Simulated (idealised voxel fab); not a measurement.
process module | voxel transistor to metal
cross-section cut | 285 nm wide | cells 5 nm
A cross-section is a grid of square cells, given in bands from the top down. A band is one or more rows of cells.
Each band's line starts with the height of the band's top and of its bottom, in nm. Then come its materials from left to right, each with its width in nm. One material with "throughout" fills the band from edge to edge. "air" is empty space.
Height 0 is the level under which the wafer as received is all one material. The lowest band goes on downwards, as in "0 down".
A width such as "30 to 40" changes by the same amount from each row of cells to the next, from the band's top row to its bottom row.
"no change" after a step means that no cell of the cross-section changed.
closed voids: empty space of 8 cells or more with no open way to the top, each as width x height at its distance from the left edge, in nm
after a step's settings: what the simulator itself notes on the step
overlay nm, on a step with a mask: how far to the right of its planned place the mask lay; to the left if negative
plan
1 op RECEIVE | material Si
2 op CONFORMAL_DEP | material SiO2 | thk nm 5
3 op CONFORMAL_DEP | material SiN | thk nm 10
4 op DIRECTIONAL_DEP | material aC | thk nm 10
5 op PATTERN | tone cover | mask id ACTIVE | material resist | width nm 90 | pitch nm 115 | thk nm 25 | overlay nm 0
6 op DIRECTIONAL_ETCH | etch materials aC | depth nm 10
7 op STRIP | etch materials resist
8 op DIRECTIONAL_ETCH | etch materials SiN | depth nm 10
9 op DIRECTIONAL_ETCH | etch materials SiO2 | depth nm 5
10 op DIRECTIONAL_ETCH | etch materials Si | depth nm 25
11 op STRIP | etch materials aC
12 op FILL_DEP | material SiO2 | thk nm 10
13 op CMP | height nm 15
14 op SELECTIVE_ETCH | etch materials SiO2 | depth nm 10
15 op STRIP | etch materials SiN
16 op SELECTIVE_ETCH | etch materials SiO2 | depth nm 5
17 op OXIDIZE | depth nm 5
18 op DIRECTIONAL_DEP | material polySi | thk nm 30
19 op DIRECTIONAL_DEP | material SiCN | thk nm 15
20 op PATTERN | tone cover | mask id GATE | material resist | width nm 20 | pitch nm 115 | thk nm 20 | overlay nm 0
21 op DIRECTIONAL_ETCH | etch materials SiCN | depth nm 25
22 op DIRECTIONAL_ETCH | etch materials polySi | depth nm 40
23 op STRIP | etch materials resist
24 op CONFORMAL_DEP | material SiO2 | thk nm 5
25 op DIRECTIONAL_ETCH | etch materials SiO2 | depth nm 5
26 op CONFORMAL_DEP | material SiN | thk nm 5
27 op DIRECTIONAL_ETCH | etch materials SiN | depth nm 5
28 op DIRECTIONAL_ETCH | etch materials SiO2 | depth nm 5
29 op DIRECTIONAL_ETCH | etch materials Si | depth nm 10
30 op EPI | material SiGe | thk nm 15
31 op FILL_DEP | material SiO2 | thk nm 5
32 op CMP | height nm 45
33 op DIRECTIONAL_DEP | material SiO2 | thk nm 15
34 op PATTERN | tone open | mask id CONTACT | material resist | width nm 15 | thk nm 20 | overlay nm 0
35 op DIRECTIONAL_ETCH | etch materials SiO2 | depth nm 60
36 op STRIP | etch materials resist
37 op CONFORMAL_DEP | material TiN | thk nm 5
38 op FILL_DEP | material Ru | thk nm 10
39 op CMP | height nm 60
40 op CONFORMAL_DEP | material SiCN | thk nm 5
41 op DIRECTIONAL_DEP | material lowk | thk nm 15
42 op PATTERN | tone open | mask id METAL_1 | material resist | width nm 15 | thk nm 15 | overlay nm 0
43 op DIRECTIONAL_ETCH | etch materials lowk | depth nm 15
44 op DIRECTIONAL_ETCH | etch materials SiCN | depth nm 5
45 op STRIP | etch materials resist
46 op CONFORMAL_DEP | material TiN | thk nm 5
47 op FILL_DEP | material W | thk nm 5
48 op CMP | height nm 80
49 op CONFORMAL_DEP | material SiCN | thk nm 5
50 op DIRECTIONAL_DEP | material lowk | thk nm 30
51 op DIRECTIONAL_DEP | material aC | thk nm 15
52 op PATTERN | tone open | mask id METAL_2 | material resist | width nm 15 | pitch nm 115 | thk nm 30 | overlay nm 0
53 op DIRECTIONAL_ETCH | etch materials aC | depth nm 15
54 op STRIP | etch materials resist
55 op DIRECTIONAL_ETCH | etch materials lowk | depth nm 20
56 op STRIP | etch materials aC
57 op PATTERN | tone open | mask id METAL_2_HOLES | material resist | width nm 15 | pitch nm 115 | thk nm 20 | overlay nm 0
58 op DIRECTIONAL_ETCH | etch materials lowk | depth nm 10
59 op DIRECTIONAL_ETCH | etch materials SiCN | depth nm 5
60 op STRIP | etch materials resist
61 op CONFORMAL_DEP | material TiN | thk nm 5
62 op FILL_DEP | material Cu | thk nm 5
63 op CMP | height nm 115
64 op CONFORMAL_DEP | material SiN | thk nm 5
as received, after step 1
  0 down: Si throughout
  closed voids: none
a wafer at the end: this start, this plan, one mistake
  120 to 115: SiN throughout
  115 to 85: lowk 45 | TiN 5 | Cu 5 | TiN 5 | lowk 100 | TiN 5 | Cu 5 | TiN 5 | lowk 110
  85 to 80: SiCN 45 | TiN 15 | SiCN 100 | TiN 15 | SiCN 110
  80 to 65: lowk 45 | TiN 5 | W 5 | TiN 5 | lowk 50 | TiN 5 | W 5 | TiN 5 | lowk 35 | TiN 5 | W 5 | TiN 5 | lowk 50 | TiN 5 | W 5 | TiN 5 | lowk 45
  65 to 60: SiCN 45 | TiN 15 | SiCN 50 | TiN 15 | SiCN 35 | TiN 15 | SiCN 50 | TiN 15 | SiCN 45
  60 to 45: SiO2 45 | TiN 5 | Ru 5 | TiN 5 | SiO2 50 | TiN 5 | Ru 5 | TiN 5 | SiO2 35 | TiN 5 | Ru 5 | TiN 5 | SiO2 50 | TiN 5 | Ru 5 | TiN 5 | SiO2 45
  45 to 30: SiO2 45 | TiN 5 | Ru 5 | TiN 5 | SiO2 10 | SiN 5 | SiO2 5 | SiCN 20 | SiO2 5 | SiN 5 | TiN 5 | Ru 5 | TiN 5 | SiO2 35 | TiN 5 | Ru 5 | TiN 5 | SiO2 10 | SiN 5 | SiO2 5 | SiCN 20 | SiO2 5 | SiN 5 | TiN 5 | Ru 5 | TiN 5 | SiO2 45
  30 to 15: SiO2 45 | TiN 5 | Ru 5 | TiN 5 | SiO2 10 | SiN 5 | SiO2 5 | polySi 20 | SiO2 5 | SiN 5 | TiN 5 | Ru 5 | TiN 5 | SiO2 35 | TiN 5 | Ru 5 | TiN 5 | SiO2 10 | SiN 5 | SiO2 5 | polySi 20 | SiO2 5 | SiN 5 | TiN 5 | Ru 5 | TiN 5 | SiO2 45
  15 to 10: SiO2 45 | TiN 15 | SiO2 10 | SiN 5 | SiO2 5 | polySi 20 | SiO2 5 | SiN 5 | TiN 15 | SiO2 35 | TiN 15 | SiO2 10 | SiN 5 | SiO2 5 | polySi 20 | SiO2 5 | SiN 5 | TiN 15 | SiO2 45
  10 to 0: SiO2 45 | TiN 10 | SiGe 15 | SiN 5 | SiO2 5 | polySi 20 | SiO2 5 | SiN 5 | SiGe 15 | SiO2 35 | TiN 10 | SiGe 15 | SiN 5 | SiO2 5 | polySi 20 | SiO2 5 | SiN 5 | SiGe 15 | SiO2 45
  0 to -5: SiO2 35 | SiGe 35 | SiO2 40 | SiGe 25 | SiO2 15 | SiGe 35 | SiO2 40 | SiGe 25 | SiO2 35
  -5 to -15: SiO2 40 | SiGe 30 | Si 40 | SiGe 20 | SiO2 25 | SiGe 30 | Si 40 | SiGe 20 | SiO2 40
  -15 to -25: SiO2 40 | Si 90 | SiO2 25 | Si 90 | SiO2 40
  -25 down: Si throughout
  closed voids: none
what went wrong: step 20 ran as: op PATTERN | tone cover | mask id GATE | material resist | width nm 20 | pitch nm 115 | thk nm 20 | overlay nm 5
